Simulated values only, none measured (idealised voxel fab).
Process module under the name voxel tone inversion
Cross-section cut spans 220 nm and uses square cells 5 nm in size.
Cross-section = grid of square cells, listed top down in bands; band = one or more rows.
The entry gives the band's vertical extent as a top height and a bottom height in nm, then its horizontal make-up as materials from left to right, each with a width in nm. "blank" stands for empty space; a single material marked "throughout" fills the band edge to edge.
Basically, 0 is our baseline, since under it the wafer straight out of the box is all one material. The bottom band has no lower end and keeps on going down, so it looks like "0 nm and below".
A width such as "30 to 40" changes by the same amount from each row of cells to the next, from the band's top row to its bottom row.
Take "remains unaltered" at face value: in the step it is given for, the cross-section changed in none of its cells.
"Fully closed voids" lists enclosed empty spaces (at least 8 cells, no open path upward to the top), each as width x height at distance from the left edge, in nm.
Text after the settings on a step's line: the simulator's own remark on that step.
A step line may carry the setting "overlay nm", which, for steps involving a mask, states the distance by which the mask lay to the right of its intended position; negative values denote displacement to the left.

This section lists the process steps that were planned:
1,RECEIVE | material Si
2,CONFORMAL_DEP | material SiN | thk nm 5
3,DIRECTIONAL_DEP | material polySi | thk nm 20
4,PATTERN | tone cover | mask id POSTS | material resist | width nm 15 | pitch nm 45 | thk nm 25 | overlay nm 0
5,DIRECTIONAL_ETCH | etch materials polySi | depth nm 20
6,STRIP | etch materials resist
7,FILL_DEP | material lowk | thk nm 10
8,CMP | height nm 25
9,STRIP | etch materials polySi

Wafer as received: cross-section following step 1:
- 0 nm and below  Si throughout
- Fully closed voids: none

Here's the wafer cut in cross-section after the module, started and planned just like above, except one thing was done wrong in the run:
- 15 nm to 5 nm  35 of lowk / 15 of blank / 30 of lowk / 15 of blank / 30 of lowk / 15 of blank / 30 of lowk / 15 of blank / 35 of lowk
- 5 nm to 0 nm  SiN throughout
- 0 nm and below  Si throughout
- Fully closed voids: none
Nonconformance to the process plan: not per plan at step 8, really ran CMP | height nm 15
